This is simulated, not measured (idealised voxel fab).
The process module presented herein is designated voxel double patterning.
Cross-section cut spans 240 nm and uses square cells 5 nm in size.
For the purposes of this document, a cross-section shall be understood as a grid of square cells, specified as bands listed in top-to-bottom order, each band consisting of one or more rows of cells. A band entry consists of two parts. The first gives the height of the band's top and the height of its bottom, in nm. The rest lists the band's materials from left to right, each with its width in nm. A single material labelled with the word "throughout" fills the band from edge to edge, and the word "empty" marks empty space. Heights are expressed relative to 0, this being the level below which the as-received wafer comprises one material exclusively. The lowest band is unbounded in the downward direction and is denoted as in "from 0 down". Width: "30->40" (first number = top row, second number = bottom row, same change from row to row of cells). The designation "nothing got changed", where it is given for a processing step, indicates that no cell of the cross-section was altered in the course of that step. The list in "Tabulated closed voids" covers empty spaces of 8 cells or more that cannot reach the top through any open way, and it gives each as width x height at distance; the distance is from the left edge, and width, height and distance are in nm. after a step's settings: what the simulator itself notes on the step. "overlay nm", when on a step's line for a step with a mask, measures how far to the right of its planned place the mask lay; a negative measure means to the left.

[Here's what the planned process steps look like]
- 1: RECEIVE,material Si
- 2: CONFORMAL_DEP,material SiO2,thk nm 5
- 3: DIRECTIONAL_DEP,material polySi,thk nm 15
- 4: DIRECTIONAL_DEP,material SiCN,thk nm 5
- 5: MASKED_ETCH,tone open,mask id FIRST,width nm 15,pitch nm 50,etch materials SiCN,depth nm 5,overlay nm 0
- 6: DIRECTIONAL_DEP,material aC,thk nm 10
- 7: PATTERN,tone open,mask id SECOND,material resist,width nm 15,pitch nm 50,thk nm 25,overlay nm 0
- 8: DIRECTIONAL_ETCH,etch materials aC,depth nm 10
- 9: STRIP,etch materials resist
- 10: DIRECTIONAL_ETCH,etch materials SiCN,depth nm 5
- 11: STRIP,etch materials aC
- 12: DIRECTIONAL_ETCH,etch materials polySi,depth nm 15
- 13: STRIP,etch materials SiCN

[Of two wafers, the first: run according to plan]

[Incoming wafer in cross-section (state: after step 1)]
	from 0 down = Si throughout
	Tabulated closed voids: none

[How the wafer stands in section after step 2]
	from 5 to 0 = SiO2 throughout
	All layers under 0 are left as they were.

[How the wafer stands in section after step 3]
	from 20 to 5 = polySi throughout
	All layers under 5 are left as they were.

[How the wafer stands in section after step 4]
	from 25 to 20 = SiCN throughout
	All layers under 20 are left as they were.

[How the wafer stands in section after step 5]
	from 25 to 20 = 60 SiCN / 15 empty / 35 SiCN / 15 empty / 35 SiCN / 15 empty / 65 SiCN
	All layers under 20 are left as they were.

[How the wafer stands in section after step 6]
	from 35 to 30 = 60 aC / 15 empty / 35 aC / 15 empty / 35 aC / 15 empty / 65 aC
	from 30 to 25 = aC throughout
	from 25 to 20 = 60 SiCN / 15 aC / 35 SiCN / 15 aC / 35 SiCN / 15 aC / 65 SiCN
	All layers under 20 are left as they were.

[How the wafer stands in section after step 7]
	from 60 to 35 = 85 resist / 15 empty / 35 resist / 15 empty / 90 resist
	from 35 to 30 = 60 aC / 15 resist / 35 aC / 15 resist / 35 aC / 15 resist / 65 aC
	All layers under 30 are left as they were.

[How the wafer stands in section after step 8]
	from 50 to 35 = 85 resist / 15 empty / 35 resist / 15 empty / 90 resist
	from 35 to 30 = 60 aC / 15 resist / 10 aC / 15 empty / 10 aC / 15 resist / 10 aC / 15 empty / 10 aC / 15 resist / 65 aC
	from 30 to 25 = 85 aC / 15 empty / 35 aC / 15 empty / 90 aC
	All layers under 25 are left as they were.

[How the wafer stands in section after step 9]
	from 35 to 30 = 60 aC / 15 empty / 10 aC / 15 empty / 10 aC / 15 empty / 10 aC / 15 empty / 10 aC / 15 empty / 65 aC
	All layers under 30 are left as they were.

[How the wafer stands in section after step 10]
	from 35 to 30 = 60 aC / 15 empty / 10 aC / 15 empty / 10 aC / 15 empty / 10 aC / 15 empty / 10 aC / 15 empty / 65 aC
	from 30 to 25 = 85 aC / 15 empty / 35 aC / 15 empty / 90 aC
	from 25 to 20 = 60 SiCN / 15 aC / 10 SiCN / 15 empty / 10 SiCN / 15 aC / 10 SiCN / 15 empty / 10 SiCN / 15 aC / 65 SiCN
	All layers under 20 are left as they were.

[How the wafer stands in section after step 11]
	from 25 to 20 = 60 SiCN / 15 empty / 10 SiCN / 15 empty / 10 SiCN / 15 empty / 10 SiCN / 15 empty / 10 SiCN / 15 empty / 65 SiCN
	All layers under 20 are left as they were.

[How the wafer stands in section after step 12]
	from 25 to 20 = 60 SiCN / 15 empty / 10 SiCN / 15 empty / 10 SiCN / 15 empty / 10 SiCN / 15 empty / 10 SiCN / 15 empty / 65 SiCN
	from 20 to 5 = 60 polySi / 15 empty / 10 polySi / 15 empty / 10 polySi / 15 empty / 10 polySi / 15 empty / 10 polySi / 15 empty / 65 polySi
	All layers under 5 are left as they were.

[How the wafer stands in section after step 13]
	from 20 to 5 = 60 polySi / 15 empty / 10 polySi / 15 empty / 10 polySi / 15 empty / 10 polySi / 15 empty / 10 polySi / 15 empty / 65 polySi
	All layers under 5 are left as they were.

[Second Wafer (Identical Start and Plan, One Processing Error; Matches First Wafer Through Step 4)]

[X-section, second wafer, when step 5 was due to finish]
	from 25 to 20 = 60 empty / 15 SiCN / 35 empty / 15 SiCN / 35 empty / 15 SiCN / 65 empty
	All layers under 20 are left as they were.

[X-section, second wafer, when step 6 was due to finish]
	from 35 to 30 = 60 empty / 15 aC / 35 empty / 15 aC / 35 empty / 15 aC / 65 empty
	from 30 to 25 = aC throughout
	from 25 to 20 = 60 aC / 15 SiCN / 35 aC / 15 SiCN / 35 aC / 15 SiCN / 65 aC
	All layers under 20 are left as they were.

[X-section, second wafer, when step 7 was due to finish]
	from 60 to 35 = 85 resist / 15 empty / 35 resist / 15 empty / 90 resist
	from 35 to 30 = 60 resist / 15 aC / 10 resist / 15 empty / 10 resist / 15 aC / 10 resist / 15 empty / 10 resist / 15 aC / 65 resist
	All layers under 30 are left as they were.

[X-section, second wafer, when step 8 was due to finish]
	from 50 to 35 = 85 resist / 15 empty / 35 resist / 15 empty / 90 resist
	from 35 to 30 = 60 resist / 15 aC / 10 resist / 15 empty / 10 resist / 15 aC / 10 resist / 15 empty / 10 resist / 15 aC / 65 resist
	from 30 to 25 = 85 aC / 15 empty / 35 aC / 15 empty / 90 aC
	from 25 to 20 = 60 aC / 15 SiCN / 10 aC / 15 empty / 10 aC / 15 SiCN / 10 aC / 15 empty / 10 aC / 15 SiCN / 65 aC
	All layers under 20 are left as they were.

[X-section, second wafer, when step 9 was due to finish]
	from 35 to 30 = 60 empty / 15 aC / 35 empty / 15 aC / 35 empty / 15 aC / 65 empty
	All layers under 30 are left as they were.

X-section, second wafer, when step 10 was due to finish: nothing got changed

[X-section, second wafer, when step 11 was due to finish]
	from 25 to 20 = 60 empty / 15 SiCN / 35 empty / 15 SiCN / 35 empty / 15 SiCN / 65 empty
	All layers under 20 are left as they were.

[X-section, second wafer, when step 12 was due to finish]
	from 25 to 20 = 60 empty / 15 SiCN / 35 empty / 15 SiCN / 35 empty / 15 SiCN / 65 empty
	from 20 to 5 = 60 empty / 15 polySi / 35 empty / 15 polySi / 35 empty / 15 polySi / 65 empty
	All layers under 5 are left as they were.

[X-section, second wafer, when step 13 was due to finish]
	from 20 to 5 = 60 empty / 15 polySi / 35 empty / 15 polySi / 35 empty / 15 polySi / 65 empty
	All layers under 5 are left as they were.
Finding, execution versus plan: step 5 deviated from plan and actually ran as MASKED_ETCH,tone cover,mask id FIRST,width nm 15,pitch nm 50,etch materials SiCN,depth nm 5,overlay nm 0
The closing comparison, in cells, has the second wafer with more or fewer of some materials than the first: 72 fewer of polySi
